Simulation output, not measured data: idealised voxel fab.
process module | voxel transistor to metal
cross-section cut | 275 nm wide | cells 5 nm
A cross-section is a grid of square cells, given in bands from the top down. A band is one or more rows of cells.
Each band's line starts with the height of the band's top and of its bottom, in nm. Then come its materials from left to right, each with its width in nm. One material with "throughout" fills the band from edge to edge. "air" is empty space.
Height 0 is the level under which the wafer as received is all one material. The lowest band goes on downwards, as in "0 down".
A width such as "30 to 40" changes by the same amount from each row of cells to the next, from the band's top row to its bottom row.
"no change" after a step means that no cell of the cross-section changed.
closed voids: empty space of 8 cells or more with no open way to the top, each as width x height at its distance from the left edge, in nm
after a step's settings: what the simulator itself notes on the step
overlay nm, on a step with a mask: how far to the right of its planned place the mask lay; to the left if negative
plan
1 op RECEIVE | material Si
2 op CONFORMAL_DEP | material SiO2 | thk nm 5
3 op CONFORMAL_DEP | material SiN | thk nm 10
4 op DIRECTIONAL_DEP | material aC | thk nm 15
5 op PATTERN | tone cover | mask id ACTIVE | material resist | width nm 85 | pitch nm 110 | thk nm 35 | overlay nm 0
6 op DIRECTIONAL_ETCH | etch materials aC | depth nm 15
7 op STRIP | etch materials resist
8 op DIRECTIONAL_ETCH | etch materials SiN | depth nm 10
9 op DIRECTIONAL_ETCH | etch materials SiO2 | depth nm 5
10 op DIRECTIONAL_ETCH | etch materials Si | depth nm 25
11 op STRIP | etch materials aC
12 op FILL_DEP | material SiO2 | thk nm 5
13 op CMP | height nm 15
14 op SELECTIVE_ETCH | etch materials SiO2 | depth nm 5
15 op STRIP | etch materials SiN
16 op SELECTIVE_ETCH | etch materials SiO2 | depth nm 5
17 op OXIDIZE | depth nm 5
18 op DIRECTIONAL_DEP | material polySi | thk nm 30
19 op DIRECTIONAL_DEP | material SiCN | thk nm 10
20 op MASKED_ETCH | tone cover | mask id GATE | width nm 15 | pitch nm 110 | etch materials SiCN | depth nm 20 | overlay nm 0
21 op MASKED_ETCH | tone cover | mask id GATE | width nm 15 | pitch nm 110 | etch materials polySi | depth nm 40 | overlay nm 0
22 op CONFORMAL_DEP | material SiN | thk nm 10
23 op DIRECTIONAL_ETCH | etch materials SiN | depth nm 10
24 op DIRECTIONAL_ETCH | etch materials SiO2 | depth nm 5
25 op DIRECTIONAL_ETCH | etch materials Si | depth nm 15
26 op EPI | material nSi | thk nm 20
27 op FILL_DEP | material SiO2 | thk nm 10
28 op CMP | height nm 40
29 op DIRECTIONAL_DEP | material SiO2 | thk nm 15
30 op PATTERN | tone open | mask id CONTACT | material resist | width nm 25 | thk nm 20 | overlay nm 0
31 op DIRECTIONAL_ETCH | etch materials SiO2 | depth nm 40
32 op STRIP | etch materials resist
33 op CONFORMAL_DEP | material TiN | thk nm 5
34 op FILL_DEP | material W | thk nm 5
35 op CMP | height nm 55
36 op DIRECTIONAL_DEP | material TiN | thk nm 5
37 op DIRECTIONAL_DEP | material Ru | thk nm 25
38 op MASKED_ETCH | tone cover | mask id METAL_1 | width nm 15 | etch materials Ru | depth nm 25 | overlay nm 0
39 op MASKED_ETCH | tone cover | mask id METAL_1 | width nm 15 | etch materials TiN | depth nm 5 | overlay nm 0
40 op CONFORMAL_DEP | material SiCN | thk nm 5
41 op FILL_DEP | material SiO2 | thk nm 5
42 op CMP | height nm 85
43 op CONFORMAL_DEP | material SiCN | thk nm 5
44 op DIRECTIONAL_DEP | material SiO2 | thk nm 30
45 op DIRECTIONAL_DEP | material aC | thk nm 15
46 op PATTERN | tone open | mask id METAL_2 | material resist | width nm 15 | pitch nm 110 | thk nm 30 | overlay nm 0
47 op DIRECTIONAL_ETCH | etch materials aC | depth nm 15
48 op STRIP | etch materials resist
49 op DIRECTIONAL_ETCH | etch materials SiO2 | depth nm 15
50 op STRIP | etch materials aC
51 op DIRECTIONAL_DEP | material aC | thk nm 15
52 op PATTERN | tone open | mask id METAL_2_HOLES | material resist | width nm 15 | pitch nm 110 | thk nm 35 | overlay nm 0
53 op DIRECTIONAL_ETCH | etch materials aC | depth nm 15
54 op STRIP | etch materials resist
55 op DIRECTIONAL_ETCH | etch materials SiO2 | depth nm 15
56 op DIRECTIONAL_ETCH | etch materials SiCN | depth nm 5
57 op STRIP | etch materials aC
58 op CONFORMAL_DEP | material TiN | thk nm 5
59 op FILL_DEP | material Ru | thk nm 5
60 op CMP | height nm 120
61 op CONFORMAL_DEP | material SiCN | thk nm 5
first wafer, as planned
as received, after step 1
  0 down: Si throughout
  closed voids: none
after step 2
  5 to 0: SiO2 throughout
  below 0: unchanged
after step 3
  15 to 5: SiN throughout
  below 5: unchanged
after step 4
  30 to 15: aC throughout
  below 15: unchanged
after step 5
  65 to 30: air 40 | resist 85 | air 25 | resist 85 | air 40
  below 30: unchanged
after step 6
  50 to 30: air 40 | resist 85 | air 25 | resist 85 | air 40
  30 to 15: air 40 | aC 85 | air 25 | aC 85 | air 40
  below 15: unchanged
after step 7
  30 to 15: air 40 | aC 85 | air 25 | aC 85 | air 40
  below 15: unchanged
after step 8
  30 to 15: air 40 | aC 85 | air 25 | aC 85 | air 40
  15 to 5: air 40 | SiN 85 | air 25 | SiN 85 | air 40
  below 5: unchanged
after step 9
  30 to 15: air 40 | aC 85 | air 25 | aC 85 | air 40
  15 to 5: air 40 | SiN 85 | air 25 | SiN 85 | air 40
  5 to 0: air 40 | SiO2 85 | air 25 | SiO2 85 | air 40
  below 0: unchanged
after step 10
  30 to 15: air 40 | aC 85 | air 25 | aC 85 | air 40
  15 to 5: air 40 | SiN 85 | air 25 | SiN 85 | air 40
  5 to 0: air 40 | SiO2 85 | air 25 | SiO2 85 | air 40
  0 to -25: air 40 | Si 85 | air 25 | Si 85 | air 40
  below -25: unchanged
after step 11
  15 to 5: air 40 | SiN 85 | air 25 | SiN 85 | air 40
  below 5: unchanged
after step 12
  20 to 15: SiO2 throughout
  15 to 5: SiO2 40 | SiN 85 | SiO2 25 | SiN 85 | SiO2 40
  5 to 0: SiO2 throughout
  0 to -25: SiO2 40 | Si 85 | SiO2 25 | Si 85 | SiO2 40
  below -25: unchanged
after step 13
  15 to 5: SiO2 40 | SiN 85 | SiO2 25 | SiN 85 | SiO2 40
  below 5: unchanged
after step 14
  15 to 10: air 40 | SiN 85 | air 25 | SiN 85 | air 40
  below 10: unchanged
after step 15
  10 to 5: SiO2 40 | air 85 | SiO2 25 | air 85 | SiO2 40
  below 5: unchanged
after step 16
  5 to 0: SiO2 35 | air 95 | SiO2 15 | air 95 | SiO2 35
  below 0: unchanged
after step 17
  5 to 0: SiO2 35 | air 95 | SiO2 15 | air 95 | SiO2 35
  0 to -5: SiO2 throughout
  below -5: unchanged
after step 18
  35 to 30: polySi 35 | air 95 | polySi 15 | air 95 | polySi 35
  30 to 5: polySi throughout
  5 to 0: SiO2 35 | polySi 95 | SiO2 15 | polySi 95 | SiO2 35
  below 0: unchanged
after step 19
  45 to 40: SiCN 35 | air 95 | SiCN 15 | air 95 | SiCN 35
  40 to 35: SiCN throughout
  35 to 30: polySi 35 | SiCN 95 | polySi 15 | SiCN 95 | polySi 35
  below 30: unchanged
after step 20
  40 to 35: air 75 | SiCN 15 | air 95 | SiCN 15 | air 75
  35 to 30: polySi 35 | air 40 | SiCN 15 | air 40 | polySi 15 | air 40 | SiCN 15 | air 40 | polySi 35
  below 30: unchanged
after step 21
  40 to 30: air 75 | SiCN 15 | air 95 | SiCN 15 | air 75
  30 to 5: air 75 | polySi 15 | air 95 | polySi 15 | air 75
  5 to 0: SiO2 35 | air 40 | polySi 15 | air 40 | SiO2 15 | air 40 | polySi 15 | air 40 | SiO2 35
  below 0: unchanged
after step 22
  50 to 40: air 65 | SiN 35 | air 75 | SiN 35 | air 65
  40 to 30: air 65 | SiN 10 | SiCN 15 | SiN 10 | air 75 | SiN 10 | SiCN 15 | SiN 10 | air 65
  30 to 15: air 65 | SiN 10 | polySi 15 | SiN 10 | air 75 | SiN 10 | polySi 15 | SiN 10 | air 65
  15 to 10: SiN 45 | air 20 | SiN 10 | polySi 15 | SiN 10 | air 20 | SiN 35 | air 20 | SiN 10 | polySi 15 | SiN 10 | air 20 | SiN 45
  10 to 5: SiN 75 | polySi 15 | SiN 95 | polySi 15 | SiN 75
  5 to 0: SiO2 35 | SiN 40 | polySi 15 | SiN 40 | SiO2 15 | SiN 40 | polySi 15 | SiN 40 | SiO2 35
  below 0: unchanged
after step 23
  40 to 30: air 65 | SiN 10 | SiCN 15 | SiN 10 | air 75 | SiN 10 | SiCN 15 | SiN 10 | air 65
  30 to 5: air 65 | SiN 10 | polySi 15 | SiN 10 | air 75 | SiN 10 | polySi 15 | SiN 10 | air 65
  5 to 0: SiO2 35 | SiN 10 | air 20 | SiN 10 | polySi 15 | SiN 10 | air 20 | SiN 10 | SiO2 15 | SiN 10 | air 20 | SiN 10 | polySi 15 | SiN 10 | air 20 | SiN 10 | SiO2 35
  below 0: unchanged
after step 24
  40 to 30: air 65 | SiN 10 | SiCN 15 | SiN 10 | air 75 | SiN 10 | SiCN 15 | SiN 10 | air 65
  30 to 5: air 65 | SiN 10 | polySi 15 | SiN 10 | air 75 | SiN 10 | polySi 15 | SiN 10 | air 65
  5 to 0: air 35 | SiN 10 | air 20 | SiN 10 | polySi 15 | SiN 10 | air 20 | SiN 10 | air 15 | SiN 10 | air 20 | SiN 10 | polySi 15 | SiN 10 | air 20 | SiN 10 | air 35
  0 to -5: SiO2 45 | air 20 | SiO2 35 | air 20 | SiO2 35 | air 20 | SiO2 35 | air 20 | SiO2 45
  below -5: unchanged
after step 25
  40 to 30: air 65 | SiN 10 | SiCN 15 | SiN 10 | air 75 | SiN 10 | SiCN 15 | SiN 10 | air 65
  30 to 5: air 65 | SiN 10 | polySi 15 | SiN 10 | air 75 | SiN 10 | polySi 15 | SiN 10 | air 65
  5 to 0: air 35 | SiN 10 | air 20 | SiN 10 | polySi 15 | SiN 10 | air 20 | SiN 10 | air 15 | SiN 10 | air 20 | SiN 10 | polySi 15 | SiN 10 | air 20 | SiN 10 | air 35
  0 to -5: SiO2 45 | air 20 | SiO2 35 | air 20 | SiO2 35 | air 20 | SiO2 35 | air 20 | SiO2 45
  -5 to -20: SiO2 40 | Si 5 | air 20 | Si 35 | air 20 | Si 5 | SiO2 25 | Si 5 | air 20 | Si 35 | air 20 | Si 5 | SiO2 40
  below -20: unchanged
after step 26
  40 to 30: air 65 | SiN 10 | SiCN 15 | SiN 10 | air 75 | SiN 10 | SiCN 15 | SiN 10 | air 65
  30 to 15: air 65 | SiN 10 | polySi 15 | SiN 10 | air 75 | SiN 10 | polySi 15 | SiN 10 | air 65
  15 to 5: air 35 | nSi 30 | SiN 10 | polySi 15 | SiN 10 | nSi 30 | air 15 | nSi 30 | SiN 10 | polySi 15 | SiN 10 | nSi 30 | air 35
  5 to 0: air 35 | SiN 10 | nSi 20 | SiN 10 | polySi 15 | SiN 10 | nSi 20 | SiN 10 | air 15 | SiN 10 | nSi 20 | SiN 10 | polySi 15 | SiN 10 | nSi 20 | SiN 10 | air 35
  0 to -5: SiO2 45 | nSi 20 | SiO2 35 | nSi 20 | SiO2 35 | nSi 20 | SiO2 35 | nSi 20 | SiO2 45
  -5 to -20: SiO2 40 | Si 5 | nSi 20 | Si 35 | nSi 20 | Si 5 | SiO2 25 | Si 5 | nSi 20 | Si 35 | nSi 20 | Si 5 | SiO2 40
  below -20: unchanged
after step 27
  50 to 40: SiO2 throughout
  40 to 30: SiO2 65 | SiN 10 | SiCN 15 | SiN 10 | SiO2 75 | SiN 10 | SiCN 15 | SiN 10 | SiO2 65
  30 to 15: SiO2 65 | SiN 10 | polySi 15 | SiN 10 | SiO2 75 | SiN 10 | polySi 15 | SiN 10 | SiO2 65
  15 to 5: SiO2 35 | nSi 30 | SiN 10 | polySi 15 | SiN 10 | nSi 30 | SiO2 15 | nSi 30 | SiN 10 | polySi 15 | SiN 10 | nSi 30 | SiO2 35
  5 to 0: SiO2 35 | SiN 10 | nSi 20 | SiN 10 | polySi 15 | SiN 10 | nSi 20 | SiN 10 | SiO2 15 | SiN 10 | nSi 20 | SiN 10 | polySi 15 | SiN 10 | nSi 20 | SiN 10 | SiO2 35
  below 0: unchanged
after step 28
  40 to 30: SiO2 65 | SiN 10 | SiCN 15 | SiN 10 | SiO2 75 | SiN 10 | SiCN 15 | SiN 10 | SiO2 65
  below 30: unchanged
after step 29
  55 to 40: SiO2 throughout
  below 40: unchanged
after step 30
  75 to 55: resist 45 | air 25 | resist 25 | air 25 | resist 35 | air 25 | resist 25 | air 25 | resist 45
  below 55: unchanged
after step 31
  75 to 55: resist 45 | air 25 | resist 25 | air 25 | resist 35 | air 25 | resist 25 | air 25 | resist 45
  55 to 40: SiO2 45 | air 25 | SiO2 25 | air 25 | SiO2 35 | air 25 | SiO2 25 | air 25 | SiO2 45
  40 to 30: SiO2 45 | air 20 | SiN 10 | SiCN 15 | SiN 10 | air 20 | SiO2 35 | air 20 | SiN 10 | SiCN 15 | SiN 10 | air 20 | SiO2 45
  30 to 15: SiO2 45 | air 20 | SiN 10 | polySi 15 | SiN 10 | air 20 | SiO2 35 | air 20 | SiN 10 | polySi 15 | SiN 10 | air 20 | SiO2 45
  below 15: unchanged
after step 32
  55 to 40: SiO2 45 | air 25 | SiO2 25 | air 25 | SiO2 35 | air 25 | SiO2 25 | air 25 | SiO2 45
  below 40: unchanged
after step 33
  60 to 55: TiN 50 | air 15 | TiN 35 | air 15 | TiN 45 | air 15 | TiN 35 | air 15 | TiN 50
  55 to 45: SiO2 45 | TiN 5 | air 15 | TiN 5 | SiO2 25 | TiN 5 | air 15 | TiN 5 | SiO2 35 | TiN 5 | air 15 | TiN 5 | SiO2 25 | TiN 5 | air 15 | TiN 5 | SiO2 45
  45 to 40: SiO2 45 | TiN 5 | air 10 | TiN 10 | SiO2 25 | TiN 10 | air 10 | TiN 5 | SiO2 35 | TiN 5 | air 10 | TiN 10 | SiO2 25 | TiN 10 | air 10 | TiN 5 | SiO2 45
  40 to 30: SiO2 45 | TiN 5 | air 10 | TiN 5 | SiN 10 | SiCN 15 | SiN 10 | TiN 5 | air 10 | TiN 5 | SiO2 35 | TiN 5 | air 10 | TiN 5 | SiN 10 | SiCN 15 | SiN 10 | TiN 5 | air 10 | TiN 5 | SiO2 45
  30 to 20: SiO2 45 | TiN 5 | air 10 | TiN 5 | SiN 10 | polySi 15 | SiN 10 | TiN 5 | air 10 | TiN 5 | SiO2 35 | TiN 5 | air 10 | TiN 5 | SiN 10 | polySi 15 | SiN 10 | TiN 5 | air 10 | TiN 5 | SiO2 45
  20 to 15: SiO2 45 | TiN 20 | SiN 10 | polySi 15 | SiN 10 | TiN 20 | SiO2 35 | TiN 20 | SiN 10 | polySi 15 | SiN 10 | TiN 20 | SiO2 45
  below 15: unchanged
after step 34
  65 to 60: W throughout
  60 to 55: TiN 50 | W 15 | TiN 35 | W 15 | TiN 45 | W 15 | TiN 35 | W 15 | TiN 50
  55 to 45: SiO2 45 | TiN 5 | W 15 | TiN 5 | SiO2 25 | TiN 5 | W 15 | TiN 5 | SiO2 35 | TiN 5 | W 15 | TiN 5 | SiO2 25 | TiN 5 | W 15 | TiN 5 | SiO2 45
  45 to 40: SiO2 45 | TiN 5 | W 10 | TiN 10 | SiO2 25 | TiN 10 | W 10 | TiN 5 | SiO2 35 | TiN 5 | W 10 | TiN 10 | SiO2 25 | TiN 10 | W 10 | TiN 5 | SiO2 45
  40 to 30: SiO2 45 | TiN 5 | W 10 | TiN 5 | SiN 10 | SiCN 15 | SiN 10 | TiN 5 | W 10 | TiN 5 | SiO2 35 | TiN 5 | W 10 | TiN 5 | SiN 10 | SiCN 15 | SiN 10 | TiN 5 | W 10 | TiN 5 | SiO2 45
  30 to 20: SiO2 45 | TiN 5 | W 10 | TiN 5 | SiN 10 | polySi 15 | SiN 10 | TiN 5 | W 10 | TiN 5 | SiO2 35 | TiN 5 | W 10 | TiN 5 | SiN 10 | polySi 15 | SiN 10 | TiN 5 | W 10 | TiN 5 | SiO2 45
  below 20: unchanged
after step 35
  55 to 45: SiO2 45 | TiN 5 | W 15 | TiN 5 | SiO2 25 | TiN 5 | W 15 | TiN 5 | SiO2 35 | TiN 5 | W 15 | TiN 5 | SiO2 25 | TiN 5 | W 15 | TiN 5 | SiO2 45
  below 45: unchanged
after step 36
  60 to 55: TiN throughout
  below 55: unchanged
after step 37
  85 to 60: Ru throughout
  below 60: unchanged
after step 38
  85 to 60: air 45 | Ru 15 | air 45 | Ru 15 | air 35 | Ru 15 | air 45 | Ru 15 | air 45
  below 60: unchanged
after step 39
  85 to 60: air 45 | Ru 15 | air 45 | Ru 15 | air 35 | Ru 15 | air 45 | Ru 15 | air 45
  60 to 55: air 45 | TiN 15 | air 45 | TiN 15 | air 35 | TiN 15 | air 45 | TiN 15 | air 45
  below 55: unchanged
after step 40
  90 to 85: air 40 | SiCN 25 | air 35 | SiCN 25 | air 25 | SiCN 25 | air 35 | SiCN 25 | air 40
  85 to 60: air 40 | SiCN 5 | Ru 15 | SiCN 5 | air 35 | SiCN 5 | Ru 15 | SiCN 5 | air 25 | SiCN 5 | Ru 15 | SiCN 5 | air 35 | SiCN 5 | Ru 15 | SiCN 5 | air 40
  60 to 55: SiCN 45 | TiN 15 | SiCN 45 | TiN 15 | SiCN 35 | TiN 15 | SiCN 45 | TiN 15 | SiCN 45
  below 55: unchanged
after step 41
  95 to 90: SiO2 throughout
  90 to 85: SiO2 40 | SiCN 25 | SiO2 35 | SiCN 25 | SiO2 25 | SiCN 25 | SiO2 35 | SiCN 25 | SiO2 40
  85 to 60: SiO2 40 | SiCN 5 | Ru 15 | SiCN 5 | SiO2 35 | SiCN 5 | Ru 15 | SiCN 5 | SiO2 25 | SiCN 5 | Ru 15 | SiCN 5 | SiO2 35 | SiCN 5 | Ru 15 | SiCN 5 | SiO2 40
  below 60: unchanged
after step 42
  85 to 60: SiO2 40 | SiCN 5 | Ru 15 | SiCN 5 | SiO2 35 | SiCN 5 | Ru 15 | SiCN 5 | SiO2 25 | SiCN 5 | Ru 15 | SiCN 5 | SiO2 35 | SiCN 5 | Ru 15 | SiCN 5 | SiO2 40
  below 60: unchanged
after step 43
  90 to 85: SiCN throughout
  below 85: unchanged
after step 44
  120 to 90: SiO2 throughout
  below 90: unchanged
after step 45
  135 to 120: aC throughout
  below 120: unchanged
after step 46
  165 to 135: resist 45 | air 15 | resist 95 | air 15 | resist 105
  below 135: unchanged
after step 47
  150 to 135: resist 45 | air 15 | resist 95 | air 15 | resist 105
  135 to 120: aC 45 | air 15 | aC 95 | air 15 | aC 105
  below 120: unchanged
after step 48
  135 to 120: aC 45 | air 15 | aC 95 | air 15 | aC 105
  below 120: unchanged
after step 49
  135 to 120: aC 45 | air 15 | aC 95 | air 15 | aC 105
  120 to 105: SiO2 45 | air 15 | SiO2 95 | air 15 | SiO2 105
  below 105: unchanged
after step 50
  120 to 105: SiO2 45 | air 15 | SiO2 95 | air 15 | SiO2 105
  below 105: unchanged
after step 51
  135 to 120: aC 45 | air 15 | aC 95 | air 15 | aC 105
  120 to 105: SiO2 45 | aC 15 | SiO2 95 | aC 15 | SiO2 105
  below 105: unchanged
after step 52
  170 to 135: resist 45 | air 15 | resist 95 | air 15 | resist 105
  below 135: unchanged
after step 53
  155 to 135: resist 45 | air 15 | resist 95 | air 15 | resist 105
  135 to 120: aC 45 | air 15 | aC 95 | air 15 | aC 105
  120 to 105: SiO2 45 | air 15 | SiO2 95 | air 15 | SiO2 105
  below 105: unchanged
after step 54
  135 to 120: aC 45 | air 15 | aC 95 | air 15 | aC 105
  below 120: unchanged
after step 55
  135 to 120: aC 45 | air 15 | aC 95 | air 15 | aC 105
  120 to 90: SiO2 45 | air 15 | SiO2 95 | air 15 | SiO2 105
  below 90: unchanged
after step 56
  135 to 120: aC 45 | air 15 | aC 95 | air 15 | aC 105
  120 to 90: SiO2 45 | air 15 | SiO2 95 | air 15 | SiO2 105
  90 to 85: SiCN 45 | air 15 | SiCN 95 | air 15 | SiCN 105
  below 85: unchanged
after step 57
  120 to 90: SiO2 45 | air 15 | SiO2 95 | air 15 | SiO2 105
  below 90: unchanged
after step 58
  125 to 120: TiN 50 | air 5 | TiN 105 | air 5 | TiN 110
  120 to 90: SiO2 45 | TiN 5 | air 5 | TiN 5 | SiO2 95 | TiN 5 | air 5 | TiN 5 | SiO2 105
  90 to 85: SiCN 45 | TiN 15 | SiCN 95 | TiN 15 | SiCN 105
  below 85: unchanged
after step 59
  130 to 125: Ru throughout
  125 to 120: TiN 50 | Ru 5 | TiN 105 | Ru 5 | TiN 110
  120 to 90: SiO2 45 | TiN 5 | Ru 5 | TiN 5 | SiO2 95 | TiN 5 | Ru 5 | TiN 5 | SiO2 105
  below 90: unchanged
after step 60
  120 to 90: SiO2 45 | TiN 5 | Ru 5 | TiN 5 | SiO2 95 | TiN 5 | Ru 5 | TiN 5 | SiO2 105
  below 90: unchanged
after step 61
  125 to 120: SiCN throughout
  below 120: unchanged
second wafer: like start, like plan, one mistake. Through step 19 it matches the first wafer
when step 20 should have ended
  45 to 35: SiCN 35 to 75 | air 95 to 15 | SiCN 15 to 95 | air 95 to 15 | SiCN 35 to 75
  35 to 30: polySi 35 | SiCN 40 | air 15 | SiCN 40 | polySi 15 | SiCN 40 | air 15 | SiCN 40 | polySi 35
  below 30: unchanged
when step 21 should have ended: no change
when step 22 should have ended
  55 to 50: SiN 45 | air 75 | SiN 35 | air 75 | SiN 45
  50 to 45: SiN throughout
  45 to 35: SiCN 35 to 75 | SiN 95 to 15 | SiCN 15 to 95 | SiN 95 to 15 | SiCN 35 to 75
  35 to 30: polySi 35 | SiCN 40 | SiN 15 | SiCN 40 | polySi 15 | SiCN 40 | SiN 15 | SiCN 40 | polySi 35
  below 30: unchanged
when step 23 should have ended
  45 to 40: SiCN 35 | SiN 10 | air 75 | SiN 10 | SiCN 15 | SiN 10 | air 75 | SiN 10 | SiCN 35
  below 40: unchanged
when step 24 should have ended: no change
when step 25 should have ended: no change
when step 26 should have ended: no change
when step 27 should have ended
  55 to 45: SiO2 throughout
  45 to 40: SiCN 35 | SiN 10 | SiO2 75 | SiN 10 | SiCN 15 | SiN 10 | SiO2 75 | SiN 10 | SiCN 35
  below 40: unchanged
when step 28 should have ended
  40 to 35: SiCN 75 | SiN 15 | SiCN 95 | SiN 15 | SiCN 75
  below 35: unchanged
when step 29 should have ended
  55 to 40: SiO2 throughout
  below 40: unchanged
when step 30 should have ended
  75 to 55: resist 45 | air 25 | resist 25 | air 25 | resist 35 | air 25 | resist 25 | air 25 | resist 45
  below 55: unchanged
when step 31 should have ended
  75 to 55: resist 45 | air 25 | resist 25 | air 25 | resist 35 | air 25 | resist 25 | air 25 | resist 45
  55 to 40: SiO2 45 | air 25 | SiO2 25 | air 25 | SiO2 35 | air 25 | SiO2 25 | air 25 | SiO2 45
  below 40: unchanged
when step 32 should have ended
  55 to 40: SiO2 45 | air 25 | SiO2 25 | air 25 | SiO2 35 | air 25 | SiO2 25 | air 25 | SiO2 45
  below 40: unchanged
when step 33 should have ended
  60 to 55: TiN 50 | air 15 | TiN 35 | air 15 | TiN 45 | air 15 | TiN 35 | air 15 | TiN 50
  55 to 45: SiO2 45 | TiN 5 | air 15 | TiN 5 | SiO2 25 | TiN 5 | air 15 | TiN 5 | SiO2 35 | TiN 5 | air 15 | TiN 5 | SiO2 25 | TiN 5 | air 15 | TiN 5 | SiO2 45
  45 to 40: SiO2 45 | TiN 25 | SiO2 25 | TiN 25 | SiO2 35 | TiN 25 | SiO2 25 | TiN 25 | SiO2 45
  below 40: unchanged
when step 34 should have ended
  65 to 60: W throughout
  60 to 55: TiN 50 | W 15 | TiN 35 | W 15 | TiN 45 | W 15 | TiN 35 | W 15 | TiN 50
  55 to 45: SiO2 45 | TiN 5 | W 15 | TiN 5 | SiO2 25 | TiN 5 | W 15 | TiN 5 | SiO2 35 | TiN 5 | W 15 | TiN 5 | SiO2 25 | TiN 5 | W 15 | TiN 5 | SiO2 45
  below 45: unchanged
when step 35 should have ended
  55 to 45: SiO2 45 | TiN 5 | W 15 | TiN 5 | SiO2 25 | TiN 5 | W 15 | TiN 5 | SiO2 35 | TiN 5 | W 15 | TiN 5 | SiO2 25 | TiN 5 | W 15 | TiN 5 | SiO2 45
  below 45: unchanged
when step 36 should have ended
  60 to 55: TiN throughout
  below 55: unchanged
when step 37 should have ended
  85 to 60: Ru throughout
  below 60: unchanged
when step 38 should have ended
  85 to 60: air 45 | Ru 15 | air 45 | Ru 15 | air 35 | Ru 15 | air 45 | Ru 15 | air 45
  below 60: unchanged
when step 39 should have ended
  85 to 60: air 45 | Ru 15 | air 45 | Ru 15 | air 35 | Ru 15 | air 45 | Ru 15 | air 45
  60 to 55: air 45 | TiN 15 | air 45 | TiN 15 | air 35 | TiN 15 | air 45 | TiN 15 | air 45
  below 55: unchanged
when step 40 should have ended
  90 to 85: air 40 | SiCN 25 | air 35 | SiCN 25 | air 25 | SiCN 25 | air 35 | SiCN 25 | air 40
  85 to 60: air 40 | SiCN 5 | Ru 15 | SiCN 5 | air 35 | SiCN 5 | Ru 15 | SiCN 5 | air 25 | SiCN 5 | Ru 15 | SiCN 5 | air 35 | SiCN 5 | Ru 15 | SiCN 5 | air 40
  60 to 55: SiCN 45 | TiN 15 | SiCN 45 | TiN 15 | SiCN 35 | TiN 15 | SiCN 45 | TiN 15 | SiCN 45
  below 55: unchanged
when step 41 should have ended
  95 to 90: SiO2 throughout
  90 to 85: SiO2 40 | SiCN 25 | SiO2 35 | SiCN 25 | SiO2 25 | SiCN 25 | SiO2 35 | SiCN 25 | SiO2 40
  85 to 60: SiO2 40 | SiCN 5 | Ru 15 | SiCN 5 | SiO2 35 | SiCN 5 | Ru 15 | SiCN 5 | SiO2 25 | SiCN 5 | Ru 15 | SiCN 5 | SiO2 35 | SiCN 5 | Ru 15 | SiCN 5 | SiO2 40
  below 60: unchanged
when step 42 should have ended
  85 to 60: SiO2 40 | SiCN 5 | Ru 15 | SiCN 5 | SiO2 35 | SiCN 5 | Ru 15 | SiCN 5 | SiO2 25 | SiCN 5 | Ru 15 | SiCN 5 | SiO2 35 | SiCN 5 | Ru 15 | SiCN 5 | SiO2 40
  below 60: unchanged
when step 43 should have ended
  90 to 85: SiCN throughout
  below 85: unchanged
when step 44 should have ended
  120 to 90: SiO2 throughout
  below 90: unchanged
when step 45 should have ended
  135 to 120: aC throughout
  below 120: unchanged
when step 46 should have ended
  165 to 135: resist 45 | air 15 | resist 95 | air 15 | resist 105
  below 135: unchanged
when step 47 should have ended
  150 to 135: resist 45 | air 15 | resist 95 | air 15 | resist 105
  135 to 120: aC 45 | air 15 | aC 95 | air 15 | aC 105
  below 120: unchanged
when step 48 should have ended
  135 to 120: aC 45 | air 15 | aC 95 | air 15 | aC 105
  below 120: unchanged
when step 49 should have ended
  135 to 120: aC 45 | air 15 | aC 95 | air 15 | aC 105
  120 to 105: SiO2 45 | air 15 | SiO2 95 | air 15 | SiO2 105
  below 105: unchanged
when step 50 should have ended
  120 to 105: SiO2 45 | air 15 | SiO2 95 | air 15 | SiO2 105
  below 105: unchanged
when step 51 should have ended
  135 to 120: aC 45 | air 15 | aC 95 | air 15 | aC 105
  120 to 105: SiO2 45 | aC 15 | SiO2 95 | aC 15 | SiO2 105
  below 105: unchanged
when step 52 should have ended
  170 to 135: resist 45 | air 15 | resist 95 | air 15 | resist 105
  below 135: unchanged
when step 53 should have ended
  155 to 135: resist 45 | air 15 | resist 95 | air 15 | resist 105
  135 to 120: aC 45 | air 15 | aC 95 | air 15 | aC 105
  120 to 105: SiO2 45 | air 15 | SiO2 95 | air 15 | SiO2 105
  below 105: unchanged
when step 54 should have ended
  135 to 120: aC 45 | air 15 | aC 95 | air 15 | aC 105
  below 120: unchanged
when step 55 should have ended
  135 to 120: aC 45 | air 15 | aC 95 | air 15 | aC 105
  120 to 90: SiO2 45 | air 15 | SiO2 95 | air 15 | SiO2 105
  below 90: unchanged
when step 56 should have ended
  135 to 120: aC 45 | air 15 | aC 95 | air 15 | aC 105
  120 to 90: SiO2 45 | air 15 | SiO2 95 | air 15 | SiO2 105
  90 to 85: SiCN 45 | air 15 | SiCN 95 | air 15 | SiCN 105
  below 85: unchanged
when step 57 should have ended
  120 to 90: SiO2 45 | air 15 | SiO2 95 | air 15 | SiO2 105
  below 90: unchanged
when step 58 should have ended
  125 to 120: TiN 50 | air 5 | TiN 105 | air 5 | TiN 110
  120 to 90: SiO2 45 | TiN 5 | air 5 | TiN 5 | SiO2 95 | TiN 5 | air 5 | TiN 5 | SiO2 105
  90 to 85: SiCN 45 | TiN 15 | SiCN 95 | TiN 15 | SiCN 105
  below 85: unchanged
when step 59 should have ended
  130 to 125: Ru throughout
  125 to 120: TiN 50 | Ru 5 | TiN 105 | Ru 5 | TiN 110
  120 to 90: SiO2 45 | TiN 5 | Ru 5 | TiN 5 | SiO2 95 | TiN 5 | Ru 5 | TiN 5 | SiO2 105
  below 90: unchanged
when step 60 should have ended
  120 to 90: SiO2 45 | TiN 5 | Ru 5 | TiN 5 | SiO2 95 | TiN 5 | Ru 5 | TiN 5 | SiO2 105
  below 90: unchanged
when step 61 should have ended
  125 to 120: SiCN throughout
  below 120: unchanged
what went wrong: step 20 ran as: op MASKED_ETCH | tone open | mask id GATE | width nm 15 | pitch nm 110 | etch materials SiCN | depth nm 20 | overlay nm 0
at the end the second wafer has, in cells: 48 more of Si | 69 more of SiCN | 60 fewer of SiN | 143 fewer of SiO2 | 40 fewer of TiN | 40 fewer of W | 128 fewer of nSi | 294 more of polySi
